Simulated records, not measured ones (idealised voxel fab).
process module | voxel self aligned contacts
cross-section cut | 195 nm wide | cells 5 nm
A cross-section is a grid of square cells, given in bands from the top down. A band is one or more rows of cells.
Each band's line starts with the height of the band's top and of its bottom, in nm. Then come its materials from left to right, each with its width in nm. One material with "throughout" fills the band from edge to edge. "air" is empty space.
Height 0 is the level under which the wafer as received is all one material. The lowest band goes on downwards, as in "0 down".
A width such as "30 to 40" changes by the same amount from each row of cells to the next, from the band's top row to its bottom row.
"no change" after a step means that no cell of the cross-section changed.
closed voids: empty space of 8 cells or more with no open way to the top, each as width x height at its distance from the left edge, in nm
after a step's settings: what the simulator itself notes on the step
overlay nm, on a step with a mask: how far to the right of its planned place the mask lay; to the left if negative
plan
1 op RECEIVE | material Si
2 op OXIDIZE | depth nm 5
3 op DIRECTIONAL_DEP | material polySi | thk nm 20
4 op DIRECTIONAL_DEP | material SiN | thk nm 25
5 op MASKED_ETCH | tone cover | mask id GATE | width nm 30 | pitch nm 70 | etch materials SiN | depth nm 25 | overlay nm 0
6 op MASKED_ETCH | tone cover | mask id GATE | width nm 30 | pitch nm 70 | etch materials polySi | depth nm 20 | overlay nm 0
7 op CONFORMAL_DEP | material SiN | thk nm 10
8 op DIRECTIONAL_ETCH | etch materials SiN | depth nm 10
9 op FILL_DEP | material SiO2 | thk nm 15
10 op CMP | height nm 50
11 op DIRECTIONAL_DEP | material aC | thk nm 15
12 op PATTERN | tone open | mask id CONTACT | material resist | width nm 50 | thk nm 35 | overlay nm -15
13 op DIRECTIONAL_ETCH | etch materials aC | depth nm 15
14 op STRIP | etch materials resist
15 op DIRECTIONAL_ETCH | etch materials SiO2 | depth nm 55
16 op STRIP | etch materials aC
17 op CONFORMAL_DEP | material TiN | thk nm 5
18 op FILL_DEP | material Ru | thk nm 10
19 op CMP | height nm 50
20 op CONFORMAL_DEP | material SiCN | thk nm 5
varied across the wafers: overlay nm of step 12. The plan shows the first wafer's value. All wafers start alike
first wafer as received, after step 1
  0 down: Si throughout
  closed voids: none
first wafer at the end, after step 20
  55 to 50: SiCN throughout
  50 to 45: SiO2 55 | TiN 35 | Ru 10 | TiN 5 | SiO2 90
  45 to 20: SiO2 35 | SiN 50 | TiN 5 | Ru 10 | TiN 5 | SiN 50 | SiO2 40
  20 to 0: SiO2 35 | SiN 10 | polySi 30 | SiN 10 | TiN 5 | Ru 10 | TiN 5 | SiN 10 | polySi 30 | SiN 10 | SiO2 40
  0 to -5: SiO2 85 | TiN 20 | SiO2 90
  -5 down: Si throughout
  closed voids: none
last wafer at the end
  55 to 50: SiCN throughout
  50 to 45: SiO2 85 | TiN 5 | Ru 10 | TiN 35 | SiO2 60
  45 to 20: SiO2 35 | SiN 50 | TiN 5 | Ru 10 | TiN 5 | SiN 50 | SiO2 40
  20 to 0: SiO2 35 | SiN 10 | polySi 30 | SiN 10 | TiN 5 | Ru 10 | TiN 5 | SiN 10 | polySi 30 | SiN 10 | SiO2 40
  0 to -5: SiO2 85 | TiN 20 | SiO2 90
  -5 down: Si throughout
  closed voids: none
each wafer at the end: cells of each material gained (+) or lost (-) since it was received, then its closed voids
overlay nm -15 | +20 Ru | -39 Si | +39 SiCN | +132 SiN | +199 SiO2 | +30 TiN | +48 polySi | closed voids: none
overlay nm -10 | +20 Ru | -39 Si | +39 SiCN | +132 SiN | +199 SiO2 | +30 TiN | +48 polySi | closed voids: none
overlay nm -5 | +20 Ru | -39 Si | +39 SiCN | +132 SiN | +199 SiO2 | +30 TiN | +48 polySi | closed voids: none
overlay nm 0 | +20 Ru | -39 Si | +39 SiCN | +132 SiN | +199 SiO2 | +30 TiN | +48 polySi | closed voids: none
overlay nm 5 | +20 Ru | -39 Si | +39 SiCN | +132 SiN | +199 SiO2 | +30 TiN | +48 polySi | closed voids: none
overlay nm 10 | +20 Ru | -39 Si | +39 SiCN | +132 SiN | +199 SiO2 | +30 TiN | +48 polySi | closed voids: none
overlay nm 15 | +20 Ru | -39 Si | +39 SiCN | +132 SiN | +199 SiO2 | +30 TiN | +48 polySi | closed voids: none
